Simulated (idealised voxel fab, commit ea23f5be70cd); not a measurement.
process module | voxel self aligned vias
cross-section cut | 250 nm wide | cells 5 nm
A cross-section is a grid of square cells, given in bands from the top down. A band is one or more rows of cells.
Each band's line starts with the height of the band's top and of its bottom, in nm. Then come its materials from left to right, each with its width in nm. One material with "throughout" fills the band from edge to edge. "air" is empty space.
Height 0 is the level under which the wafer as received is all one material. The lowest band goes on downwards, as in "0 down".
A width such as "30 to 40" changes by the same amount from each row of cells to the next, from the band's top row to its bottom row.
"no change" after a step means that no cell of the cross-section changed.
closed voids: empty space of 8 cells or more with no open way to the top, each as width x height at its distance from the left edge, in nm
after a step's settings: what the simulator itself notes on the step
overlay nm, on a step with a mask: how far to the right of its planned place the mask lay; to the left if negative
plan
1 op RECEIVE | material Si
2 op CONFORMAL_DEP | material SiO2 | thk nm 15
3 op CONFORMAL_DEP | material SiCN | thk nm 5
4 op DIRECTIONAL_DEP | material SiO2 | thk nm 25
5 op MASKED_ETCH | tone open | mask id LINES | width nm 25 | pitch nm 65 | etch materials SiO2 | depth nm 25 | overlay nm 0
6 op CONFORMAL_DEP | material TiN | thk nm 5
7 op FILL_DEP | material W | thk nm 5
8 op CMP | height nm 45
9 op SELECTIVE_ETCH | etch materials W Ru TiN | depth nm 10
10 op FILL_DEP | material SiN | thk nm 10
11 op CMP | height nm 45
12 op DIRECTIONAL_DEP | material SiO2 | thk nm 20
13 op MASKED_ETCH | tone open | mask id VIAS | width nm 35 | pitch nm 65 | etch materials SiO2 | depth nm 20 | overlay nm 0
14 op MASKED_ETCH | tone open | mask id VIAS | width nm 35 | pitch nm 65 | etch materials SiN | depth nm 10 | overlay nm 0
15 op CONFORMAL_DEP | material TiN | thk nm 5
16 op FILL_DEP | material W | thk nm 10
17 op CMP | height nm 65
18 op CONFORMAL_DEP | material SiN | thk nm 5
as received, after step 1
  0 down: Si throughout
  closed voids: none
a wafer at the end: this start, this plan, one mistake
  70 to 65: SiN throughout
  65 to 50: SiO2 75 | TiN 5 | W 25 | TiN 5 | SiO2 30 | TiN 5 | W 25 | TiN 5 | SiO2 75
  50 to 45: SiO2 75 | TiN 5 | W 10 | TiN 20 | SiO2 30 | TiN 5 | W 10 | TiN 20 | SiO2 75
  45 to 40: SiO2 70 | SiN 5 | TiN 5 | W 10 | TiN 5 | SiO2 40 | SiN 5 | TiN 5 | W 10 | TiN 5 | SiO2 90
  40 to 35: SiO2 70 | SiN 5 | TiN 20 | SiO2 40 | SiN 5 | TiN 20 | SiO2 90
  35 to 25: SiO2 70 | TiN 5 | W 15 | TiN 5 | SiO2 40 | TiN 5 | W 15 | TiN 5 | SiO2 90
  25 to 20: SiO2 70 | TiN 25 | SiO2 40 | TiN 25 | SiO2 90
  20 to 15: SiCN throughout
  15 to 0: SiO2 throughout
  0 down: Si throughout
  closed voids: none
what went wrong: step 5 ran as: op MASKED_ETCH | tone open | mask id LINES | width nm 25 | pitch nm 65 | etch materials SiO2 | depth nm 25 | overlay nm -10
